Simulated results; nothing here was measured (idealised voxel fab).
Title: Process Module voxel wiring stack
Xsec cut, 170 nm wide, square cell size 5 nm.
Cross-section = grid of square cells, listed top down in bands; band = one or more rows.
Each band's line starts with the height of the band's top and of its bottom, in nm. Then come its materials from left to right, each with its width in nm. One material with "throughout" fills the band from edge to edge. "blank" is empty space.
Ref level 0: as-received wafer is one material below here. Bottom band extends down with no lower bound ("from 0 down").
It should be noted that a width expressed as "30..40" varies in equal increments from row to row of cells within the band, taking the value of the first number at the top row and that of the second number at the bottom row.
You'll sometimes find "nothing different" written for a step, and that's the way of saying that nowhere in the cross-section did a cell change during that step.
So "Completely enclosed voids" is basically the list of trapped voids: any empty space of 8 cells or more that can't reach the top through an opening. They're written width x height at distance, the distance being from the left edge, and it's all nm.
On each step's line, the part that comes after the settings is the simulator's own comment on the step.
A step line may carry the setting "overlay nm", which, for steps involving a mask, states the distance by which the mask lay to the right of its intended position; negative values denote displacement to the left.
Quick note on how to read the rest: it's all pairs. You get the cross-section before a process step and the one after, but the after one only goes down as far as the lowest band that changed. The step in between, with its settings, sits under the pair. Heads up, the pairs can come from different runs of this module on the same starting wafer, so don't assume a pair picks up from the one above unless its "Ahead of processing" entry says it does.
[Ahead of processing]
- from 0 down  Si throughout
- Completely enclosed voids: none
[Resulting Structure]
- from 10 to 0  SiO2 throughout
- Below a height of 0, the structure has not been altered.
- Completely enclosed voids: none
Applied between the two views above: op CONFORMAL_DEP | material SiO2 | thk nm 10
Ahead of processing: For the state before this step, see the after cross-section of the pair located directly above.
[Resulting Structure]
- from 15 to 10  TiN throughout
- Below a height of 10, the structure has not been altered.
- Completely enclosed voids: none
Applied between the two views above: op DIRECTIONAL_DEP | material TiN | thk nm 5
Ahead of processing: For the state before this step, see the after cross-section of the pair located directly above.
[Resulting Structure]
- from 40 to 15  Ru throughout
- Below a height of 15, the structure has not been altered.
- Completely enclosed voids: none
Applied between the two views above: op DIRECTIONAL_DEP | material Ru | thk nm 25
Ahead of processing: For the state before this step, see the after cross-section of the pair located directly above.
[Resulting Structure]
- from 50 to 40  aC throughout
- Below a height of 40, the structure has not been altered.
- Completely enclosed voids: none
Applied between the two views above: op DIRECTIONAL_DEP | material aC | thk nm 10
Ahead of processing: For the state before this step, see the after cross-section of the pair located directly above.
[Resulting Structure]
- from 80 to 50  40 blank | 20 resist | 15 blank | 20 resist | 15 blank | 20 resist | 40 blank
- Below a height of 50, the structure has not been altered.
- Completely enclosed voids: none
Applied between the two views above: op PATTERN | tone cover | mask id METAL_1 | material resist | width nm 20 | pitch nm 35 | thk nm 30 | overlay nm 0
Ahead of processing: For the state before this step, see the after cross-section of the pair located directly above.
[Resulting Structure]
- from 70 to 50  40 blank | 20 resist | 15 blank | 20 resist | 15 blank | 20 resist | 40 blank
- from 50 to 40  40 blank | 20 aC | 15 blank | 20 aC | 15 blank | 20 aC | 40 blank
- Below a height of 40, the structure has not been altered.
- Completely enclosed voids: none
Applied between the two views above: op DIRECTIONAL_ETCH | etch materials aC | depth nm 10
Ahead of processing: For the state before this step, see the after cross-section of the pair located directly above.
[Resulting Structure]
- from 50 to 40  40 blank | 20 aC | 15 blank | 20 aC | 15 blank | 20 aC | 40 blank
- Below a height of 40, the structure has not been altered.
- Completely enclosed voids: none
Applied between the two views above: op STRIP | etch materials resist
Ahead of processing: For the state before this step, see the after cross-section of the pair located directly above.
[Resulting Structure]
- from 50 to 40  40 blank | 20 aC | 15 blank | 20 aC | 15 blank | 20 aC | 40 blank
- from 40 to 15  40 blank | 20 Ru | 15 blank | 20 Ru | 15 blank | 20 Ru | 40 blank
- Below a height of 15, the structure has not been altered.
- Completely enclosed voids: none
Applied between the two views above: op DIRECTIONAL_ETCH | etch materials Ru | depth nm 25
Ahead of processing: For the state before this step, see the after cross-section of the pair located directly above.
[Resulting Structure]
- from 50 to 40  40 blank | 20 aC | 15 blank | 20 aC | 15 blank | 20 aC | 40 blank
- from 40 to 15  40 blank | 20 Ru | 15 blank | 20 Ru | 15 blank | 20 Ru | 40 blank
- from 15 to 10  40 blank | 20 TiN | 15 blank | 20 TiN | 15 blank | 20 TiN | 40 blank
- Below a height of 10, the structure has not been altered.
- Completely enclosed voids: none
Applied between the two views above: op DIRECTIONAL_ETCH | etch materials TiN | depth nm 5
Ahead of processing: For the state before this step, see the after cross-section of the pair located directly above.
[Resulting Structure]
- from 40 to 15  40 blank | 20 Ru | 15 blank | 20 Ru | 15 blank | 20 Ru | 40 blank
- Below a height of 15, the structure has not been altered.
- Completely enclosed voids: none
Applied between the two views above: op STRIP | etch materials aC
Ahead of processing: For the state before this step, see the after cross-section of the pair located directly above.
[Resulting Structure]
- from 45 to 40  35 blank | 30 SiN | 5 blank | 30 SiN | 5 blank | 30 SiN | 35 blank
- from 40 to 15  35 blank | 5 SiN | 20 Ru | 5 SiN | 5 blank | 5 SiN | 20 Ru | 5 SiN | 5 blank | 5 SiN | 20 Ru | 5 SiN | 35 blank
- from 15 to 10  40 SiN | 20 TiN | 15 SiN | 20 TiN | 15 SiN | 20 TiN | 40 SiN
- Below a height of 10, the structure has not been altered.
- Completely enclosed voids: none
Applied between the two views above: op CONFORMAL_DEP | material SiN | thk nm 5
Ahead of processing: For the state before this step, see the after cross-section of the pair located directly above.
[Resulting Structure]
- from 55 to 45  lowk throughout
- from 45 to 40  35 lowk | 30 SiN | 5 lowk | 30 SiN | 5 lowk | 30 SiN | 35 lowk
- from 40 to 15  35 lowk | 5 SiN | 20 Ru | 5 SiN | 5 lowk | 5 SiN | 20 Ru | 5 SiN | 5 lowk | 5 SiN | 20 Ru | 5 SiN | 35 lowk
- Below a height of 15, the structure has not been altered.
- Completely enclosed voids: none
Applied between the two views above: op FILL_DEP | material lowk | thk nm 10
Ahead of processing: For the state before this step, see the after cross-section of the pair located directly above.
[Resulting Structure]
- from 40 to 15  35 lowk | 5 SiN | 20 Ru | 5 SiN | 5 lowk | 5 SiN | 20 Ru | 5 SiN | 5 lowk | 5 SiN | 20 Ru | 5 SiN | 35 lowk
- Below a height of 15, the structure has not been altered.
- Completely enclosed voids: none
Applied between the two views above: op CMP | height nm 40
Ahead of processing: For the state before this step, see the after cross-section of the pair located directly above.
[Resulting Structure]
- from 45 to 40  SiCN throughout
- Below a height of 40, the structure has not been altered.
- Completely enclosed voids: none
Applied between the two views above: op CONFORMAL_DEP | material SiCN | thk nm 5
Ahead of processing: For the state before this step, see the after cross-section of the pair located directly above.
[Resulting Structure]
- from 70 to 45  lowk throughout
- Below a height of 45, the structure has not been altered.
- Completely enclosed voids: none
Applied between the two views above: op DIRECTIONAL_DEP | material lowk | thk nm 25
Ahead of processing: For the state before this step, see the after cross-section of the pair located directly above.
[Resulting Structure]
- from 85 to 70  aC throughout
- Below a height of 70, the structure has not been altered.
- Completely enclosed voids: none
Applied between the two views above: op DIRECTIONAL_DEP | material aC | thk nm 15
Ahead of processing: For the state before this step, see the after cross-section of the pair located directly above.
[Resulting Structure]
- from 115 to 85  40 resist | 20 blank | 15 resist | 20 blank | 15 resist | 20 blank | 40 resist
- Below a height of 85, the structure has not been altered.
- Completely enclosed voids: none
Applied between the two views above: op PATTERN | tone open | mask id METAL_2 | material resist | width nm 20 | pitch nm 35 | thk nm 30 | overlay nm 0
Ahead of processing: For the state before this step, see the after cross-section of the pair located directly above.
[Resulting Structure]
- from 100 to 85  40 resist | 20 blank | 15 resist | 20 blank | 15 resist | 20 blank | 40 resist
- from 85 to 70  40 aC | 20 blank | 15 aC | 20 blank | 15 aC | 20 blank | 40 aC
- Below a height of 70, the structure has not been altered.
- Completely enclosed voids: none
Applied between the two views above: op DIRECTIONAL_ETCH | etch materials aC | depth nm 15
Ahead of processing: For the state before this step, see the after cross-section of the pair located directly above.
[Resulting Structure]
- from 85 to 70  40 aC | 20 blank | 15 aC | 20 blank | 15 aC | 20 blank | 40 aC
- Below a height of 70, the structure has not been altered.
- Completely enclosed voids: none
Applied between the two views above: op STRIP | etch materials resist
Ahead of processing: For the state before this step, see the after cross-section of the pair located directly above.
[Resulting Structure]
- from 85 to 70  40 aC | 20 blank | 15 aC | 20 blank | 15 aC | 20 blank | 40 aC
- from 70 to 55  40 lowk | 20 blank | 15 lowk | 20 blank | 15 lowk | 20 blank | 40 lowk
- Below a height of 55, the structure has not been altered.
- Completely enclosed voids: none
Applied between the two views above: op DIRECTIONAL_ETCH | etch materials lowk | depth nm 15
Ahead of processing: For the state before this step, see the after cross-section of the pair located directly above.
[Resulting Structure]
- from 70 to 55  40 lowk | 20 blank | 15 lowk | 20 blank | 15 lowk | 20 blank | 40 lowk
- Below a height of 55, the structure has not been altered.
- Completely enclosed voids: none
Applied between the two views above: op STRIP | etch materials aC
Ahead of processing: For the state before this step, see the after cross-section of the pair located directly above.
[Resulting Structure]
- from 80 to 70  40 aC | 20 blank | 15 aC | 20 blank | 15 aC | 20 blank | 40 aC
- from 70 to 65  40 lowk | 20 blank | 15 lowk | 20 blank | 15 lowk | 20 blank | 40 lowk
- from 65 to 55  40 lowk | 20 aC | 15 lowk | 20 aC | 15 lowk | 20 aC | 40 lowk
- Below a height of 55, the structure has not been altered.
- Completely enclosed voids: none
Applied between the two views above: op DIRECTIONAL_DEP | material aC | thk nm 10
Ahead of processing: For the state before this step, see the after cross-section of the pair located directly above.
[Resulting Structure]
- from 105 to 80  40 resist | 15 blank | 20 resist | 15 blank | 20 resist | 15 blank | 45 resist
- from 80 to 70  40 aC | 15 blank | 5 resist | 15 aC | 15 blank | 5 resist | 15 aC | 15 blank | 5 resist | 40 aC
- from 70 to 65  40 lowk | 15 blank | 5 resist | 15 lowk | 15 blank | 5 resist | 15 lowk | 15 blank | 5 resist | 40 lowk
- Below a height of 65, the structure has not been altered.
- Completely enclosed voids: none
Applied between the two views above: op PATTERN | tone open | mask id METAL_2_HOLES | material resist | width nm 15 | pitch nm 35 | thk nm 25 | overlay nm 0
Ahead of processing: For the state before this step, see the after cross-section of the pair located directly above.
[Resulting Structure]
- from 95 to 80  40 resist | 15 blank | 20 resist | 15 blank | 20 resist | 15 blank | 45 resist
- from 80 to 70  40 aC | 15 blank | 5 resist | 15 aC | 15 blank | 5 resist | 15 aC | 15 blank | 5 resist | 40 aC
- from 70 to 65  40 lowk | 15 blank | 5 resist | 15 lowk | 15 blank | 5 resist | 15 lowk | 15 blank | 5 resist | 40 lowk
- from 65 to 55  40 lowk | 15 blank | 5 aC | 15 lowk | 15 blank | 5 aC | 15 lowk | 15 blank | 5 aC | 40 lowk
- Below a height of 55, the structure has not been altered.
- Completely enclosed voids: none
Applied between the two views above: op DIRECTIONAL_ETCH | etch materials aC | depth nm 10
Ahead of processing: For the state before this step, see the after cross-section of the pair located directly above.
[Resulting Structure]
- from 80 to 70  40 aC | 20 blank | 15 aC | 20 blank | 15 aC | 20 blank | 40 aC
- from 70 to 65  40 lowk | 20 blank | 15 lowk | 20 blank | 15 lowk | 20 blank | 40 lowk
- Below a height of 65, the structure has not been altered.
- Completely enclosed voids: none
Applied between the two views above: op STRIP | etch materials resist
Ahead of processing: For the state before this step, see the after cross-section of the pair located directly above.
[Resulting Structure]
- from 80 to 70  40 aC | 20 blank | 15 aC | 20 blank | 15 aC | 20 blank | 40 aC
- from 70 to 65  40 lowk | 20 blank | 15 lowk | 20 blank | 15 lowk | 20 blank | 40 lowk
- from 65 to 55  40 lowk | 15 blank | 5 aC | 15 lowk | 15 blank | 5 aC | 15 lowk | 15 blank | 5 aC | 40 lowk
- from 55 to 45  40 lowk | 15 blank | 20 lowk | 15 blank | 20 lowk | 15 blank | 45 lowk
- Below a height of 45, the structure has not been altered.
- Completely enclosed voids: none
Applied between the two views above: op DIRECTIONAL_ETCH | etch materials lowk | depth nm 10
Ahead of processing: For the state before this step, see the after cross-section of the pair located directly above.
[Resulting Structure]
- from 80 to 70  40 aC | 20 blank | 15 aC | 20 blank | 15 aC | 20 blank | 40 aC
- from 70 to 65  40 lowk | 20 blank | 15 lowk | 20 blank | 15 lowk | 20 blank | 40 lowk
- from 65 to 55  40 lowk | 15 blank | 5 aC | 15 lowk | 15 blank | 5 aC | 15 lowk | 15 blank | 5 aC | 40 lowk
- from 55 to 45  40 lowk | 15 blank | 20 lowk | 15 blank | 20 lowk | 15 blank | 45 lowk
- from 45 to 40  40 SiCN | 15 blank | 20 SiCN | 15 blank | 20 SiCN | 15 blank | 45 SiCN
- Below a height of 40, the structure has not been altered.
- Completely enclosed voids: none
Applied between the two views above: op DIRECTIONAL_ETCH | etch materials SiCN | depth nm 5
Ahead of processing: For the state before this step, see the after cross-section of the pair located directly above.
[Resulting Structure]
- from 70 to 55  40 lowk | 20 blank | 15 lowk | 20 blank | 15 lowk | 20 blank | 40 lowk
- Below a height of 55, the structure has not been altered.
- Completely enclosed voids: none
Applied between the two views above: op STRIP | etch materials aC
Ahead of processing: For the state before this step, see the after cross-section of the pair located directly above.
[Resulting Structure]
- from 75 to 70  45 TiN | 10 blank | 25 TiN | 10 blank | 25 TiN | 10 blank | 45 TiN
- from 70 to 60  40 lowk | 5 TiN | 10 blank | 5 TiN | 15 lowk | 5 TiN | 10 blank | 5 TiN | 15 lowk | 5 TiN | 10 blank | 5 TiN | 40 lowk
- from 60 to 55  40 lowk | 5 TiN | 5 blank | 10 TiN | 15 lowk | 5 TiN | 5 blank | 10 TiN | 15 lowk | 5 TiN | 5 blank | 10 TiN | 40 lowk
- from 55 to 45  40 lowk | 5 TiN | 5 blank | 5 TiN | 20 lowk | 5 TiN | 5 blank | 5 TiN | 20 lowk | 5 TiN | 5 blank | 5 TiN | 45 lowk
- from 45 to 40  40 SiCN | 15 TiN | 20 SiCN | 15 TiN | 20 SiCN | 15 TiN | 45 SiCN
- Below a height of 40, the structure has not been altered.
- Completely enclosed voids: none
Applied between the two views above: op CONFORMAL_DEP | material TiN | thk nm 5
Ahead of processing: For the state before this step, see the after cross-section of the pair located directly above.
[Resulting Structure]
- from 80 to 75  Ru throughout
- from 75 to 70  45 TiN | 10 Ru | 25 TiN | 10 Ru | 25 TiN | 10 Ru | 45 TiN
- from 70 to 60  40 lowk | 5 TiN | 10 Ru | 5 TiN | 15 lowk | 5 TiN | 10 Ru | 5 TiN | 15 lowk | 5 TiN | 10 Ru | 5 TiN | 40 lowk
- from 60 to 55  40 lowk | 5 TiN | 5 Ru | 10 TiN | 15 lowk | 5 TiN | 5 Ru | 10 TiN | 15 lowk | 5 TiN | 5 Ru | 10 TiN | 40 lowk
- from 55 to 45  40 lowk | 5 TiN | 5 Ru | 5 TiN | 20 lowk | 5 TiN | 5 Ru | 5 TiN | 20 lowk | 5 TiN | 5 Ru | 5 TiN | 45 lowk
- Below a height of 45, the structure has not been altered.
- Completely enclosed voids: none
Applied between the two views above: op FILL_DEP | material Ru | thk nm 5
Ahead of processing: For the state before this step, see the after cross-section of the pair located directly above.
[Resulting Structure]
- from 70 to 60  40 lowk | 5 TiN | 10 Ru | 5 TiN | 15 lowk | 5 TiN | 10 Ru | 5 TiN | 15 lowk | 5 TiN | 10 Ru | 5 TiN | 40 lowk
- Below a height of 60, the structure has not been altered.
- Completely enclosed voids: none
Applied between the two views above: op CMP | height nm 70
Ahead of processing: For the state before this step, see the after cross-section of the pair located directly above.
[Resulting Structure]
- from 75 to 70  SiCN throughout
- Below a height of 70, the structure has not been altered.
- Completely enclosed voids: none
Applied between the two views above: op CONFORMAL_DEP | material SiCN | thk nm 5
[Ahead of processing]
- from 0 down  Si throughout
- Completely enclosed voids: none
[Resulting Structure]
- from 5 to 0  TiN throughout
- Below a height of 0, the structure has not been altered.
- Completely enclosed voids: none
Applied between the two views above: op DIRECTIONAL_DEP | material TiN | thk nm 5
Ahead of processing: For the state before this step, see the after cross-section of the pair located directly above.
[Resulting Structure]
- from 30 to 5  Ru throughout
- Below a height of 5, the structure has not been altered.
- Completely enclosed voids: none
Applied between the two views above: op DIRECTIONAL_DEP | material Ru | thk nm 25
Ahead of processing: For the state before this step, see the after cross-section of the pair located directly above.
[Resulting Structure]
- from 40 to 30  aC throughout
- Below a height of 30, the structure has not been altered.
- Completely enclosed voids: none
Applied between the two views above: op DIRECTIONAL_DEP | material aC | thk nm 10
Ahead of processing: For the state before this step, see the after cross-section of the pair located directly above.
[Resulting Structure]
- from 70 to 40  40 blank | 20 resist | 15 blank | 20 resist | 15 blank | 20 resist | 40 blank
- Below a height of 40, the structure has not been altered.
- Completely enclosed voids: none
Applied between the two views above: op PATTERN | tone cover | mask id METAL_1 | material resist | width nm 20 | pitch nm 35 | thk nm 30 | overlay nm 0
Ahead of processing: For the state before this step, see the after cross-section of the pair located directly above.
[Resulting Structure]
- from 60 to 40  40 blank | 20 resist | 15 blank | 20 resist | 15 blank | 20 resist | 40 blank
- from 40 to 30  40 blank | 20 aC | 15 blank | 20 aC | 15 blank | 20 aC | 40 blank
- Below a height of 30, the structure has not been altered.
- Completely enclosed voids: none
Applied between the two views above: op DIRECTIONAL_ETCH | etch materials aC | depth nm 10
Ahead of processing: For the state before this step, see the after cross-section of the pair located directly above.
[Resulting Structure]
- from 40 to 30  40 blank | 20 aC | 15 blank | 20 aC | 15 blank | 20 aC | 40 blank
- Below a height of 30, the structure has not been altered.
- Completely enclosed voids: none
Applied between the two views above: op STRIP | etch materials resist
Ahead of processing: For the state before this step, see the after cross-section of the pair located directly above.
[Resulting Structure]
- from 40 to 30  40 blank | 20 aC | 15 blank | 20 aC | 15 blank | 20 aC | 40 blank
- from 30 to 5  40 blank | 20 Ru | 15 blank | 20 Ru | 15 blank | 20 Ru | 40 blank
- Below a height of 5, the structure has not been altered.
- Completely enclosed voids: none
Applied between the two views above: op DIRECTIONAL_ETCH | etch materials Ru | depth nm 25
Ahead of processing: For the state before this step, see the after cross-section of the pair located directly above.
[Resulting Structure]
- from 40 to 30  40 blank | 20 aC | 15 blank | 20 aC | 15 blank | 20 aC | 40 blank
- from 30 to 5  40 blank | 20 Ru | 15 blank | 20 Ru | 15 blank | 20 Ru | 40 blank
- from 5 to 0  40 blank | 20 TiN | 15 blank | 20 TiN | 15 blank | 20 TiN | 40 blank
- Below a height of 0, the structure has not been altered.
- Completely enclosed voids: none
Applied between the two views above: op DIRECTIONAL_ETCH | etch materials TiN | depth nm 5
Ahead of processing: For the state before this step, see the after cross-section of the pair located directly above.
[Resulting Structure]
- from 30 to 5  40 blank | 20 Ru | 15 blank | 20 Ru | 15 blank | 20 Ru | 40 blank
- Below a height of 5, the structure has not been altered.
- Completely enclosed voids: none
Applied between the two views above: op STRIP | etch materials aC
Ahead of processing: For the state before this step, see the after cross-section of the pair located directly above.
[Resulting Structure]
- from 35 to 30  35 blank | 30 SiN | 5 blank | 30 SiN | 5 blank | 30 SiN | 35 blank
- from 30 to 5  35 blank | 5 SiN | 20 Ru | 5 SiN | 5 blank | 5 SiN | 20 Ru | 5 SiN | 5 blank | 5 SiN | 20 Ru | 5 SiN | 35 blank
- from 5 to 0  40 SiN | 20 TiN | 15 SiN | 20 TiN | 15 SiN | 20 TiN | 40 SiN
- Below a height of 0, the structure has not been altered.
- Completely enclosed voids: none
Applied between the two views above: op CONFORMAL_DEP | material SiN | thk nm 5
Ahead of processing: For the state before this step, see the after cross-section of the pair located directly above.
[Resulting Structure]
- from 45 to 35  lowk throughout
- from 35 to 30  35 lowk | 30 SiN | 5 lowk | 30 SiN | 5 lowk | 30 SiN | 35 lowk
- from 30 to 5  35 lowk | 5 SiN | 20 Ru | 5 SiN | 5 lowk | 5 SiN | 20 Ru | 5 SiN | 5 lowk | 5 SiN | 20 Ru | 5 SiN | 35 lowk
- Below a height of 5, the structure has not been altered.
- Completely enclosed voids: none
Applied between the two views above: op FILL_DEP | material lowk | thk nm 10
Ahead of processing: For the state before this step, see the after cross-section of the pair located directly above.
[Resulting Structure]
- from 40 to 35  lowk throughout
- Below a height of 35, the structure has not been altered.
- Completely enclosed voids: none
Applied between the two views above: op CMP | height nm 40
Ahead of processing: For the state before this step, see the after cross-section of the pair located directly above.
[Resulting Structure]
- from 45 to 40  SiCN throughout
- Below a height of 40, the structure has not been altered.
- Completely enclosed voids: none
Applied between the two views above: op CONFORMAL_DEP | material SiCN | thk nm 5
Ahead of processing: For the state before this step, see the after cross-section of the pair located directly above.
[Resulting Structure]
- from 70 to 45  lowk throughout
- Below a height of 45, the structure has not been altered.
- Completely enclosed voids: none
Applied between the two views above: op DIRECTIONAL_DEP | material lowk | thk nm 25
Ahead of processing: For the state before this step, see the after cross-section of the pair located directly above.
[Resulting Structure]
- from 85 to 70  aC throughout
- Below a height of 70, the structure has not been altered.
- Completely enclosed voids: none
Applied between the two views above: op DIRECTIONAL_DEP | material aC | thk nm 15
Ahead of processing: For the state before this step, see the after cross-section of the pair located directly above.
[Resulting Structure]
- from 115 to 85  40 resist | 20 blank | 15 resist | 20 blank | 15 resist | 20 blank | 40 resist
- Below a height of 85, the structure has not been altered.
- Completely enclosed voids: none
Applied between the two views above: op PATTERN | tone open | mask id METAL_2 | material resist | width nm 20 | pitch nm 35 | thk nm 30 | overlay nm 0
Ahead of processing: For the state before this step, see the after cross-section of the pair located directly above.
[Resulting Structure]
- from 100 to 85  40 resist | 20 blank | 15 resist | 20 blank | 15 resist | 20 blank | 40 resist
- from 85 to 70  40 aC | 20 blank | 15 aC | 20 blank | 15 aC | 20 blank | 40 aC
- Below a height of 70, the structure has not been altered.
- Completely enclosed voids: none
Applied between the two views above: op DIRECTIONAL_ETCH | etch materials aC | depth nm 15
Ahead of processing: For the state before this step, see the after cross-section of the pair located directly above.
[Resulting Structure]
- from 85 to 70  40 aC | 20 blank | 15 aC | 20 blank | 15 aC | 20 blank | 40 aC
- Below a height of 70, the structure has not been altered.
- Completely enclosed voids: none
Applied between the two views above: op STRIP | etch materials resist
Ahead of processing: For the state before this step, see the after cross-section of the pair located directly above.
[Resulting Structure]
- from 85 to 70  40 aC | 20 blank | 15 aC | 20 blank | 15 aC | 20 blank | 40 aC
- from 70 to 55  40 lowk | 20 blank | 15 lowk | 20 blank | 15 lowk | 20 blank | 40 lowk
- Below a height of 55, the structure has not been altered.
- Completely enclosed voids: none
Applied between the two views above: op DIRECTIONAL_ETCH | etch materials lowk | depth nm 15
Ahead of processing: For the state before this step, see the after cross-section of the pair located directly above.
[Resulting Structure]
- from 70 to 55  40 lowk | 20 blank | 15 lowk | 20 blank | 15 lowk | 20 blank | 40 lowk
- Below a height of 55, the structure has not been altered.
- Completely enclosed voids: none
Applied between the two views above: op STRIP | etch materials aC
Ahead of processing: For the state before this step, see the after cross-section of the pair located directly above.
[Resulting Structure]
- from 80 to 70  40 aC | 20 blank | 15 aC | 20 blank | 15 aC | 20 blank | 40 aC
- from 70 to 65  40 lowk | 20 blank | 15 lowk | 20 blank | 15 lowk | 20 blank | 40 lowk
- from 65 to 55  40 lowk | 20 aC | 15 lowk | 20 aC | 15 lowk | 20 aC | 40 lowk
- Below a height of 55, the structure has not been altered.
- Completely enclosed voids: none
Applied between the two views above: op DIRECTIONAL_DEP | material aC | thk nm 10
Ahead of processing: For the state before this step, see the after cross-section of the pair located directly above.
[Resulting Structure]
- from 105 to 80  40 resist | 15 blank | 20 resist | 15 blank | 20 resist | 15 blank | 45 resist
- from 80 to 70  40 aC | 15 blank | 5 resist | 15 aC | 15 blank | 5 resist | 15 aC | 15 blank | 5 resist | 40 aC
- from 70 to 65  40 lowk | 15 blank | 5 resist | 15 lowk | 15 blank | 5 resist | 15 lowk | 15 blank | 5 resist | 40 lowk
- Below a height of 65, the structure has not been altered.
- Completely enclosed voids: none
Applied between the two views above: op PATTERN | tone open | mask id METAL_2_HOLES | material resist | width nm 15 | pitch nm 35 | thk nm 25 | overlay nm 0
Ahead of processing: For the state before this step, see the after cross-section of the pair located directly above.
[Resulting Structure]
- from 95 to 80  40 resist | 15 blank | 20 resist | 15 blank | 20 resist | 15 blank | 45 resist
- from 80 to 70  40 aC | 15 blank | 5 resist | 15 aC | 15 blank | 5 resist | 15 aC | 15 blank | 5 resist | 40 aC
- from 70 to 65  40 lowk | 15 blank | 5 resist | 15 lowk | 15 blank | 5 resist | 15 lowk | 15 blank | 5 resist | 40 lowk
- from 65 to 55  40 lowk | 15 blank | 5 aC | 15 lowk | 15 blank | 5 aC | 15 lowk | 15 blank | 5 aC | 40 lowk
- Below a height of 55, the structure has not been altered.
- Completely enclosed voids: none
Applied between the two views above: op DIRECTIONAL_ETCH | etch materials aC | depth nm 10
Ahead of processing: For the state before this step, see the after cross-section of the pair located directly above.
[Resulting Structure]
- from 80 to 70  40 aC | 20 blank | 15 aC | 20 blank | 15 aC | 20 blank | 40 aC
- from 70 to 65  40 lowk | 20 blank | 15 lowk | 20 blank | 15 lowk | 20 blank | 40 lowk
- Below a height of 65, the structure has not been altered.
- Completely enclosed voids: none
Applied between the two views above: op STRIP | etch materials resist
Ahead of processing: For the state before this step, see the after cross-section of the pair located directly above.
[Resulting Structure]
- from 80 to 70  40 aC | 20 blank | 15 aC | 20 blank | 15 aC | 20 blank | 40 aC
- from 70 to 65  40 lowk | 20 blank | 15 lowk | 20 blank | 15 lowk | 20 blank | 40 lowk
- from 65 to 55  40 lowk | 15 blank | 5 aC | 15 lowk | 15 blank | 5 aC | 15 lowk | 15 blank | 5 aC | 40 lowk
- from 55 to 45  40 lowk | 15 blank | 20 lowk | 15 blank | 20 lowk | 15 blank | 45 lowk
- Below a height of 45, the structure has not been altered.
- Completely enclosed voids: none
Applied between the two views above: op DIRECTIONAL_ETCH | etch materials lowk | depth nm 10
Ahead of processing: For the state before this step, see the after cross-section of the pair located directly above.
[Resulting Structure]
- from 80 to 70  40 aC | 20 blank | 15 aC | 20 blank | 15 aC | 20 blank | 40 aC
- from 70 to 65  40 lowk | 20 blank | 15 lowk | 20 blank | 15 lowk | 20 blank | 40 lowk
- from 65 to 55  40 lowk | 15 blank | 5 aC | 15 lowk | 15 blank | 5 aC | 15 lowk | 15 blank | 5 aC | 40 lowk
- from 55 to 45  40 lowk | 15 blank | 20 lowk | 15 blank | 20 lowk | 15 blank | 45 lowk
- from 45 to 40  40 SiCN | 15 blank | 20 SiCN | 15 blank | 20 SiCN | 15 blank | 45 SiCN
- Below a height of 40, the structure has not been altered.
- Completely enclosed voids: none
Applied between the two views above: op DIRECTIONAL_ETCH | etch materials SiCN | depth nm 5
Ahead of processing: For the state before this step, see the after cross-section of the pair located directly above.
[Resulting Structure]
- from 70 to 55  40 lowk | 20 blank | 15 lowk | 20 blank | 15 lowk | 20 blank | 40 lowk
- Below a height of 55, the structure has not been altered.
- Completely enclosed voids: none
Applied between the two views above: op STRIP | etch materials aC
Ahead of processing: For the state before this step, see the after cross-section of the pair located directly above.
[Resulting Structure]
- from 75 to 70  45 TiN | 10 blank | 25 TiN | 10 blank | 25 TiN | 10 blank | 45 TiN
- from 70 to 60  40 lowk | 5 TiN | 10 blank | 5 TiN | 15 lowk | 5 TiN | 10 blank | 5 TiN | 15 lowk | 5 TiN | 10 blank | 5 TiN | 40 lowk
- from 60 to 55  40 lowk | 5 TiN | 5 blank | 10 TiN | 15 lowk | 5 TiN | 5 blank | 10 TiN | 15 lowk | 5 TiN | 5 blank | 10 TiN | 40 lowk
- from 55 to 45  40 lowk | 5 TiN | 5 blank | 5 TiN | 20 lowk | 5 TiN | 5 blank | 5 TiN | 20 lowk | 5 TiN | 5 blank | 5 TiN | 45 lowk
- from 45 to 40  40 SiCN | 15 TiN | 20 SiCN | 15 TiN | 20 SiCN | 15 TiN | 45 SiCN
- Below a height of 40, the structure has not been altered.
- Completely enclosed voids: none
Applied between the two views above: op CONFORMAL_DEP | material TiN | thk nm 5
Ahead of processing: For the state before this step, see the after cross-section of the pair located directly above.
[Resulting Structure]
- from 80 to 75  Ru throughout
- from 75 to 70  45 TiN | 10 Ru | 25 TiN | 10 Ru | 25 TiN | 10 Ru | 45 TiN
- from 70 to 60  40 lowk | 5 TiN | 10 Ru | 5 TiN | 15 lowk | 5 TiN | 10 Ru | 5 TiN | 15 lowk | 5 TiN | 10 Ru | 5 TiN | 40 lowk
- from 60 to 55  40 lowk | 5 TiN | 5 Ru | 10 TiN | 15 lowk | 5 TiN | 5 Ru | 10 TiN | 15 lowk | 5 TiN | 5 Ru | 10 TiN | 40 lowk
- from 55 to 45  40 lowk | 5 TiN | 5 Ru | 5 TiN | 20 lowk | 5 TiN | 5 Ru | 5 TiN | 20 lowk | 5 TiN | 5 Ru | 5 TiN | 45 lowk
- Below a height of 45, the structure has not been altered.
- Completely enclosed voids: none
Applied between the two views above: op FILL_DEP | material Ru | thk nm 5
Ahead of processing: For the state before this step, see the after cross-section of the pair located directly above.
[Resulting Structure]
- from 70 to 60  40 lowk | 5 TiN | 10 Ru | 5 TiN | 15 lowk | 5 TiN | 10 Ru | 5 TiN | 15 lowk | 5 TiN | 10 Ru | 5 TiN | 40 lowk
- Below a height of 60, the structure has not been altered.
- Completely enclosed voids: none
Applied between the two views above: op CMP | height nm 70
Ahead of processing: For the state before this step, see the after cross-section of the pair located directly above.
[Resulting Structure]
- from 75 to 70  SiCN throughout
- Below a height of 70, the structure has not been altered.
- Completely enclosed voids: none
Applied between the two views above: op CONFORMAL_DEP | material SiCN | thk nm 5
[Ahead of processing]
- from 40 to 15  35 lowk | 5 SiN | 20 Ru | 5 SiN | 5 lowk | 5 SiN | 20 Ru | 5 SiN | 5 lowk | 5 SiN | 20 Ru | 5 SiN | 35 lowk
- from 15 to 10  40 SiN | 20 TiN | 15 SiN | 20 TiN | 15 SiN | 20 TiN | 40 SiN
- from 10 to 0  SiO2 throughout
- from 0 down  Si throughout
- Completely enclosed voids: none
[Resulting Structure]
- from 65 to 40  lowk throughout
- Below a height of 40, the structure has not been altered.
- Completely enclosed voids: none
Applied between the two views above: op DIRECTIONAL_DEP | material lowk | thk nm 25
Ahead of processing: For the state before this step, see the after cross-section of the pair located directly above.
[Resulting Structure]
- from 70 to 65  SiCN throughout
- Below a height of 65, the structure has not been altered.
- Completely enclosed voids: none
Applied between the two views above: op CONFORMAL_DEP | material SiCN | thk nm 5
Ahead of processing: For the state before this step, see the after cross-section of the pair located directly above.
[Resulting Structure]
- from 85 to 70  aC throughout
- Below a height of 70, the structure has not been altered.
- Completely enclosed voids: none
Applied between the two views above: op DIRECTIONAL_DEP | material aC | thk nm 15
